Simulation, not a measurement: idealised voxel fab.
Title: Process Module voxel wiring stack
Section shown: cut. Width: 285 nm. Cell size: 5 nm, square.
A cross-section is a grid of square cells, given in bands from the top down. A band is one or more rows of cells.
In this notation a band is specified by the heights of its top and bottom, in that order and in nm, after which its materials appear from left to right, each paired with its width in nm. The word "edge to edge" attached to a single material means that material fills the band from edge to edge; the word "empty" stands for empty space.
Height is counted from the level 0, under which the received wafer is composed throughout of one material. The lowest of the bands is not closed at the bottom but continues downward, in the notation "from 0 down".
Width: "30->40" (first number = top row, second number = bottom row, same change from row to row of cells).
"changes: none" (step): cross-section cells unchanged, all of them.
You'll see "Encapsulated voids" listing empty spaces that have no way open to the top, as long as they're 8 cells or more; the notation is width x height at distance, where the distance is from the left edge, and all of it is in nm.
Formally, on a step line, whatever follows the settings is a remark that the simulator itself makes on the step.
On any step carrying a mask, the "overlay nm" setting, if present on the step's line, tells how far right of its planned place the mask lay; negative values point to the left.
The steps planned for the process are as follows
1: RECEIVE, material Si
2: CONFORMAL_DEP, material SiO2, thk nm 15
3: DIRECTIONAL_DEP, material TiN, thk nm 5
4: DIRECTIONAL_DEP, material Ru, thk nm 15
5: MASKED_ETCH, tone cover, mask id METAL_1, width nm 20, pitch nm 40, etch materials Ru, depth nm 15, overlay nm 0
6: MASKED_ETCH, tone cover, mask id METAL_1, width nm 20, pitch nm 40, etch materials TiN, depth nm 5, overlay nm 0
7: CONFORMAL_DEP, material SiN, thk nm 5
8: FILL_DEP, material SiO2, thk nm 5
9: CMP, height nm 35
10: CONFORMAL_DEP, material SiCN, thk nm 5
11: DIRECTIONAL_DEP, material SiO2, thk nm 30
12: MASKED_ETCH, tone open, mask id METAL_2, width nm 20, pitch nm 40, etch materials SiO2, depth nm 20, overlay nm 0
13: MASKED_ETCH, tone open, mask id METAL_2_HOLES, width nm 15, pitch nm 40, etch materials SiO2, depth nm 10, overlay nm 0
14: MASKED_ETCH, tone open, mask id METAL_2_HOLES, width nm 15, pitch nm 40, etch materials SiCN, depth nm 5, overlay nm 0
15: CONFORMAL_DEP, material TiN, thk nm 5
16: FILL_DEP, material Ru, thk nm 10
17: CMP, height nm 70
18: CONFORMAL_DEP, material SiCN, thk nm 5
Of two wafers, the first: run according to plan
Wafer as received: cross-section following step 1
> from 0 down | Si edge to edge
> Encapsulated voids: none
Presented here is a cross-section of the wafer after step 2 has been performed
> from 15 to 0 | SiO2 edge to edge
> Whatever lies below 0 is exactly as it was before.
Presented here is a cross-section of the wafer after step 3 has been performed
> from 20 to 15 | TiN edge to edge
> Whatever lies below 15 is exactly as it was before.
Presented here is a cross-section of the wafer after step 4 has been performed
> from 35 to 20 | Ru edge to edge
> Whatever lies below 20 is exactly as it was before.
Presented here is a cross-section of the wafer after step 5 has been performed
> from 35 to 20 | 70 of empty; 20 of Ru; 20 of empty; 20 of Ru; 20 of empty; 20 of Ru; 20 of empty; 20 of Ru; 75 of empty
> Whatever lies below 20 is exactly as it was before.
Presented here is a cross-section of the wafer after step 6 has been performed
> from 35 to 20 | 70 of empty; 20 of Ru; 20 of empty; 20 of Ru; 20 of empty; 20 of Ru; 20 of empty; 20 of Ru; 75 of empty
> from 20 to 15 | 70 of empty; 20 of TiN; 20 of empty; 20 of TiN; 20 of empty; 20 of TiN; 20 of empty; 20 of TiN; 75 of empty
> Whatever lies below 15 is exactly as it was before.
Presented here is a cross-section of the wafer after step 7 has been performed
> from 40 to 35 | 65 of empty; 30 of SiN; 10 of empty; 30 of SiN; 10 of empty; 30 of SiN; 10 of empty; 30 of SiN; 70 of empty
> from 35 to 20 | 65 of empty; 5 of SiN; 20 of Ru; 5 of SiN; 10 of empty; 5 of SiN; 20 of Ru; 5 of SiN; 10 of empty; 5 of SiN; 20 of Ru; 5 of SiN; 10 of empty; 5 of SiN; 20 of Ru; 5 of SiN; 70 of empty
> from 20 to 15 | 70 of SiN; 20 of TiN; 20 of SiN; 20 of TiN; 20 of SiN; 20 of TiN; 20 of SiN; 20 of TiN; 75 of SiN
> Whatever lies below 15 is exactly as it was before.
Presented here is a cross-section of the wafer after step 8 has been performed
> from 45 to 40 | SiO2 edge to edge
> from 40 to 35 | 65 of SiO2; 30 of SiN; 10 of SiO2; 30 of SiN; 10 of SiO2; 30 of SiN; 10 of SiO2; 30 of SiN; 70 of SiO2
> from 35 to 20 | 65 of SiO2; 5 of SiN; 20 of Ru; 5 of SiN; 10 of SiO2; 5 of SiN; 20 of Ru; 5 of SiN; 10 of SiO2; 5 of SiN; 20 of Ru; 5 of SiN; 10 of SiO2; 5 of SiN; 20 of Ru; 5 of SiN; 70 of SiO2
> Whatever lies below 20 is exactly as it was before.
Presented here is a cross-section of the wafer after step 9 has been performed
> from 35 to 20 | 65 of SiO2; 5 of SiN; 20 of Ru; 5 of SiN; 10 of SiO2; 5 of SiN; 20 of Ru; 5 of SiN; 10 of SiO2; 5 of SiN; 20 of Ru; 5 of SiN; 10 of SiO2; 5 of SiN; 20 of Ru; 5 of SiN; 70 of SiO2
> Whatever lies below 20 is exactly as it was before.
Presented here is a cross-section of the wafer after step 10 has been performed
> from 40 to 35 | SiCN edge to edge
> Whatever lies below 35 is exactly as it was before.
Presented here is a cross-section of the wafer after step 11 has been performed
> from 70 to 40 | SiO2 edge to edge
> Whatever lies below 40 is exactly as it was before.
Presented here is a cross-section of the wafer after step 12 has been performed
> from 70 to 50 | 70 of SiO2; 20 of empty; 20 of SiO2; 20 of empty; 20 of SiO2; 20 of empty; 20 of SiO2; 20 of empty; 75 of SiO2
> Whatever lies below 50 is exactly as it was before.
Presented here is a cross-section of the wafer after step 13 has been performed
> from 70 to 50 | 70 of SiO2; 20 of empty; 20 of SiO2; 20 of empty; 20 of SiO2; 20 of empty; 20 of SiO2; 20 of empty; 75 of SiO2
> from 50 to 40 | 70 of SiO2; 15 of empty; 25 of SiO2; 15 of empty; 25 of SiO2; 15 of empty; 25 of SiO2; 15 of empty; 80 of SiO2
> Whatever lies below 40 is exactly as it was before.
Presented here is a cross-section of the wafer after step 14 has been performed
> from 70 to 50 | 70 of SiO2; 20 of empty; 20 of SiO2; 20 of empty; 20 of SiO2; 20 of empty; 20 of SiO2; 20 of empty; 75 of SiO2
> from 50 to 40 | 70 of SiO2; 15 of empty; 25 of SiO2; 15 of empty; 25 of SiO2; 15 of empty; 25 of SiO2; 15 of empty; 80 of SiO2
> from 40 to 35 | 70 of SiCN; 15 of empty; 25 of SiCN; 15 of empty; 25 of SiCN; 15 of empty; 25 of SiCN; 15 of empty; 80 of SiCN
> Whatever lies below 35 is exactly as it was before.
Presented here is a cross-section of the wafer after step 15 has been performed
> from 75 to 70 | 75 of TiN; 10 of empty; 30 of TiN; 10 of empty; 30 of TiN; 10 of empty; 30 of TiN; 10 of empty; 80 of TiN
> from 70 to 55 | 70 of SiO2; 5 of TiN; 10 of empty; 5 of TiN; 20 of SiO2; 5 of TiN; 10 of empty; 5 of TiN; 20 of SiO2; 5 of TiN; 10 of empty; 5 of TiN; 20 of SiO2; 5 of TiN; 10 of empty; 5 of TiN; 75 of SiO2
> from 55 to 50 | 70 of SiO2; 5 of TiN; 5 of empty; 10 of TiN; 20 of SiO2; 5 of TiN; 5 of empty; 10 of TiN; 20 of SiO2; 5 of TiN; 5 of empty; 10 of TiN; 20 of SiO2; 5 of TiN; 5 of empty; 10 of TiN; 75 of SiO2
> from 50 to 40 | 70 of SiO2; 5 of TiN; 5 of empty; 5 of TiN; 25 of SiO2; 5 of TiN; 5 of empty; 5 of TiN; 25 of SiO2; 5 of TiN; 5 of empty; 5 of TiN; 25 of SiO2; 5 of TiN; 5 of empty; 5 of TiN; 80 of SiO2
> from 40 to 35 | 70 of SiCN; 15 of TiN; 25 of SiCN; 15 of TiN; 25 of SiCN; 15 of TiN; 25 of SiCN; 15 of TiN; 80 of SiCN
> Whatever lies below 35 is exactly as it was before.
Presented here is a cross-section of the wafer after step 16 has been performed
> from 85 to 75 | Ru edge to edge
> from 75 to 70 | 75 of TiN; 10 of Ru; 30 of TiN; 10 of Ru; 30 of TiN; 10 of Ru; 30 of TiN; 10 of Ru; 80 of TiN
> from 70 to 55 | 70 of SiO2; 5 of TiN; 10 of Ru; 5 of TiN; 20 of SiO2; 5 of TiN; 10 of Ru; 5 of TiN; 20 of SiO2; 5 of TiN; 10 of Ru; 5 of TiN; 20 of SiO2; 5 of TiN; 10 of Ru; 5 of TiN; 75 of SiO2
> from 55 to 50 | 70 of SiO2; 5 of TiN; 5 of Ru; 10 of TiN; 20 of SiO2; 5 of TiN; 5 of Ru; 10 of TiN; 20 of SiO2; 5 of TiN; 5 of Ru; 10 of TiN; 20 of SiO2; 5 of TiN; 5 of Ru; 10 of TiN; 75 of SiO2
> from 50 to 40 | 70 of SiO2; 5 of TiN; 5 of Ru; 5 of TiN; 25 of SiO2; 5 of TiN; 5 of Ru; 5 of TiN; 25 of SiO2; 5 of TiN; 5 of Ru; 5 of TiN; 25 of SiO2; 5 of TiN; 5 of Ru; 5 of TiN; 80 of SiO2
> Whatever lies below 40 is exactly as it was before.
Presented here is a cross-section of the wafer after step 17 has been performed
> from 70 to 55 | 70 of SiO2; 5 of TiN; 10 of Ru; 5 of TiN; 20 of SiO2; 5 of TiN; 10 of Ru; 5 of TiN; 20 of SiO2; 5 of TiN; 10 of Ru; 5 of TiN; 20 of SiO2; 5 of TiN; 10 of Ru; 5 of TiN; 75 of SiO2
> Whatever lies below 55 is exactly as it was before.
Presented here is a cross-section of the wafer after step 18 has been performed
> from 75 to 70 | SiCN edge to edge
> Whatever lies below 70 is exactly as it was before.
Companion wafer, the second of two: same beginning, same intended sequence, one mistake in carrying it out; through step 2 inclusive it tracks the first exactly
Cross-sectional representation of the second wafer at the time designated in the plan for the completion of step 3
> from 20 to 15 | SiN edge to edge
> Whatever lies below 15 is exactly as it was before.
Cross-sectional representation of the second wafer at the time designated in the plan for the completion of step 4
> from 35 to 20 | Ru edge to edge
> Whatever lies below 20 is exactly as it was before.
Cross-sectional representation of the second wafer at the time designated in the plan for the completion of step 5
> from 35 to 20 | 70 of empty; 20 of Ru; 20 of empty; 20 of Ru; 20 of empty; 20 of Ru; 20 of empty; 20 of Ru; 75 of empty
> Whatever lies below 20 is exactly as it was before.
Cross-sectional representation of the second wafer at the time designated in the plan for the completion of step 6: changes: none
Cross-sectional representation of the second wafer at the time designated in the plan for the completion of step 7
> from 40 to 35 | 65 of empty; 30 of SiN; 10 of empty; 30 of SiN; 10 of empty; 30 of SiN; 10 of empty; 30 of SiN; 70 of empty
> from 35 to 25 | 65 of empty; 5 of SiN; 20 of Ru; 5 of SiN; 10 of empty; 5 of SiN; 20 of Ru; 5 of SiN; 10 of empty; 5 of SiN; 20 of Ru; 5 of SiN; 10 of empty; 5 of SiN; 20 of Ru; 5 of SiN; 70 of empty
> from 25 to 20 | 70 of SiN; 20 of Ru; 20 of SiN; 20 of Ru; 20 of SiN; 20 of Ru; 20 of SiN; 20 of Ru; 75 of SiN
> Whatever lies below 20 is exactly as it was before.
Cross-sectional representation of the second wafer at the time designated in the plan for the completion of step 8
> from 45 to 40 | SiO2 edge to edge
> from 40 to 35 | 65 of SiO2; 30 of SiN; 10 of SiO2; 30 of SiN; 10 of SiO2; 30 of SiN; 10 of SiO2; 30 of SiN; 70 of SiO2
> from 35 to 25 | 65 of SiO2; 5 of SiN; 20 of Ru; 5 of SiN; 10 of SiO2; 5 of SiN; 20 of Ru; 5 of SiN; 10 of SiO2; 5 of SiN; 20 of Ru; 5 of SiN; 10 of SiO2; 5 of SiN; 20 of Ru; 5 of SiN; 70 of SiO2
> Whatever lies below 25 is exactly as it was before.
Cross-sectional representation of the second wafer at the time designated in the plan for the completion of step 9
> from 35 to 25 | 65 of SiO2; 5 of SiN; 20 of Ru; 5 of SiN; 10 of SiO2; 5 of SiN; 20 of Ru; 5 of SiN; 10 of SiO2; 5 of SiN; 20 of Ru; 5 of SiN; 10 of SiO2; 5 of SiN; 20 of Ru; 5 of SiN; 70 of SiO2
> Whatever lies below 25 is exactly as it was before.
Cross-sectional representation of the second wafer at the time designated in the plan for the completion of step 10
> from 40 to 35 | SiCN edge to edge
> Whatever lies below 35 is exactly as it was before.
Cross-sectional representation of the second wafer at the time designated in the plan for the completion of step 11
> from 70 to 40 | SiO2 edge to edge
> Whatever lies below 40 is exactly as it was before.
Cross-sectional representation of the second wafer at the time designated in the plan for the completion of step 12
> from 70 to 50 | 70 of SiO2; 20 of empty; 20 of SiO2; 20 of empty; 20 of SiO2; 20 of empty; 20 of SiO2; 20 of empty; 75 of SiO2
> Whatever lies below 50 is exactly as it was before.
Cross-sectional representation of the second wafer at the time designated in the plan for the completion of step 13
> from 70 to 50 | 70 of SiO2; 20 of empty; 20 of SiO2; 20 of empty; 20 of SiO2; 20 of empty; 20 of SiO2; 20 of empty; 75 of SiO2
> from 50 to 40 | 70 of SiO2; 15 of empty; 25 of SiO2; 15 of empty; 25 of SiO2; 15 of empty; 25 of SiO2; 15 of empty; 80 of SiO2
> Whatever lies below 40 is exactly as it was before.
Cross-sectional representation of the second wafer at the time designated in the plan for the completion of step 14
> from 70 to 50 | 70 of SiO2; 20 of empty; 20 of SiO2; 20 of empty; 20 of SiO2; 20 of empty; 20 of SiO2; 20 of empty; 75 of SiO2
> from 50 to 40 | 70 of SiO2; 15 of empty; 25 of SiO2; 15 of empty; 25 of SiO2; 15 of empty; 25 of SiO2; 15 of empty; 80 of SiO2
> from 40 to 35 | 70 of SiCN; 15 of empty; 25 of SiCN; 15 of empty; 25 of SiCN; 15 of empty; 25 of SiCN; 15 of empty; 80 of SiCN
> Whatever lies below 35 is exactly as it was before.
Cross-sectional representation of the second wafer at the time designated in the plan for the completion of step 15
> from 75 to 70 | 75 of TiN; 10 of empty; 30 of TiN; 10 of empty; 30 of TiN; 10 of empty; 30 of TiN; 10 of empty; 80 of TiN
> from 70 to 55 | 70 of SiO2; 5 of TiN; 10 of empty; 5 of TiN; 20 of SiO2; 5 of TiN; 10 of empty; 5 of TiN; 20 of SiO2; 5 of TiN; 10 of empty; 5 of TiN; 20 of SiO2; 5 of TiN; 10 of empty; 5 of TiN; 75 of SiO2
> from 55 to 50 | 70 of SiO2; 5 of TiN; 5 of empty; 10 of TiN; 20 of SiO2; 5 of TiN; 5 of empty; 10 of TiN; 20 of SiO2; 5 of TiN; 5 of empty; 10 of TiN; 20 of SiO2; 5 of TiN; 5 of empty; 10 of TiN; 75 of SiO2
> from 50 to 40 | 70 of SiO2; 5 of TiN; 5 of empty; 5 of TiN; 25 of SiO2; 5 of TiN; 5 of empty; 5 of TiN; 25 of SiO2; 5 of TiN; 5 of empty; 5 of TiN; 25 of SiO2; 5 of TiN; 5 of empty; 5 of TiN; 80 of SiO2
> from 40 to 35 | 70 of SiCN; 15 of TiN; 25 of SiCN; 15 of TiN; 25 of SiCN; 15 of TiN; 25 of SiCN; 15 of TiN; 80 of SiCN
> Whatever lies below 35 is exactly as it was before.
Cross-sectional representation of the second wafer at the time designated in the plan for the completion of step 16
> from 85 to 75 | Ru edge to edge
> from 75 to 70 | 75 of TiN; 10 of Ru; 30 of TiN; 10 of Ru; 30 of TiN; 10 of Ru; 30 of TiN; 10 of Ru; 80 of TiN
> from 70 to 55 | 70 of SiO2; 5 of TiN; 10 of Ru; 5 of TiN; 20 of SiO2; 5 of TiN; 10 of Ru; 5 of TiN; 20 of SiO2; 5 of TiN; 10 of Ru; 5 of TiN; 20 of SiO2; 5 of TiN; 10 of Ru; 5 of TiN; 75 of SiO2
> from 55 to 50 | 70 of SiO2; 5 of TiN; 5 of Ru; 10 of TiN; 20 of SiO2; 5 of TiN; 5 of Ru; 10 of TiN; 20 of SiO2; 5 of TiN; 5 of Ru; 10 of TiN; 20 of SiO2; 5 of TiN; 5 of Ru; 10 of TiN; 75 of SiO2
> from 50 to 40 | 70 of SiO2; 5 of TiN; 5 of Ru; 5 of TiN; 25 of SiO2; 5 of TiN; 5 of Ru; 5 of TiN; 25 of SiO2; 5 of TiN; 5 of Ru; 5 of TiN; 25 of SiO2; 5 of TiN; 5 of Ru; 5 of TiN; 80 of SiO2
> Whatever lies below 40 is exactly as it was before.
Cross-sectional representation of the second wafer at the time designated in the plan for the completion of step 17
> from 70 to 55 | 70 of SiO2; 5 of TiN; 10 of Ru; 5 of TiN; 20 of SiO2; 5 of TiN; 10 of Ru; 5 of TiN; 20 of SiO2; 5 of TiN; 10 of Ru; 5 of TiN; 20 of SiO2; 5 of TiN; 10 of Ru; 5 of TiN; 75 of SiO2
> Whatever lies below 55 is exactly as it was before.
Cross-sectional representation of the second wafer at the time designated in the plan for the completion of step 18
> from 75 to 70 | SiCN edge to edge
> Whatever lies below 70 is exactly as it was before.
Processing error: planned and actual differ for step 3; actual: DIRECTIONAL_DEP, material SiN, thk nm 5
Once processing is complete, comparing cell counts shows that the second wafer has more or fewer of certain materials than the first: SiN +49, SiO2 -33, TiN -16
